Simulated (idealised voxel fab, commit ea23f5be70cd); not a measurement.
Process module name: voxel spacer lines
Shown is cross-section cut, with a width of 300 nm and square cells of size 5 nm.
Bands, listed from the top down, are how a cross-section gets written in this document; the cross-section itself is a grid of square cells, and a band is one or more rows of them.
The entry gives the band's vertical extent as a top height and a bottom height in nm, then its horizontal make-up as materials from left to right, each with a width in nm. "air" stands for empty space; a single material marked "edge to edge" fills the band edge to edge.
It should be noted that heights are counted from 0, beneath which the wafer as supplied is of one material throughout, and that the lowest band possesses no lower boundary but continues downward, as written in "0 down".
The width entry "30 to 40" should be interpreted row by row: the top row of cells in the band takes the first number, the bottom row takes the second number, and the change between adjacent rows is uniform throughout.
"no change occurred" (step): cross-section cells unchanged, all of them.
In the "Enclosed cavities" entry, you get each enclosed empty space of 8 cells or more, one with no open way to the top, written width x height at distance, distance from the left edge, in nm.
Heads up: the bit after the settings on a step's line is the simulator's remark on that step.
overlay nm: mask right of planned place by this much (step with mask). Neg. = left.
[The planned process steps are enumerated hereunder]
1. RECEIVE: material Si
2. CONFORMAL_DEP: material SiO2, thk nm 5
3. DIRECTIONAL_DEP: material W, thk nm 10
4. DIRECTIONAL_DEP: material polySi, thk nm 30
5. PATTERN: tone cover, mask id MANDREL, material resist, width nm 15, pitch nm 70, thk nm 35, overlay nm 0
6. DIRECTIONAL_ETCH: etch materials polySi, depth nm 30
7. STRIP: etch materials resist
8. CONFORMAL_DEP: material SiN, thk nm 15
9. DIRECTIONAL_ETCH: etch materials SiN, depth nm 15
10. STRIP: etch materials polySi
11. DIRECTIONAL_ETCH: etch materials W, depth nm 10
12. STRIP: etch materials SiN
13. FILL_DEP: material SiO2, thk nm 5
14. CMP: height nm 15
Variable across wafers: step 5 width nm (plan value is that of the first wafer; starting state common to all).
[Step 1 complete: as-received cross-section of the first of several wafers]
    0 down = Si edge to edge
    Enclosed cavities: none
[Rows = wafers. At module end, each row lists per material the cells gained (+) or lost (-) since the wafer was received, then the closed voids]
width nm 15 | +144 SiO2 | +36 W | Enclosed cavities: none
width nm 20 | +144 SiO2 | +36 W | Enclosed cavities: none
width nm 25 | +144 SiO2 | +36 W | Enclosed cavities: none
width nm 30 | +144 SiO2 | +36 W | Enclosed cavities: none
width nm 35 | +144 SiO2 | +36 W | Enclosed cavities: none
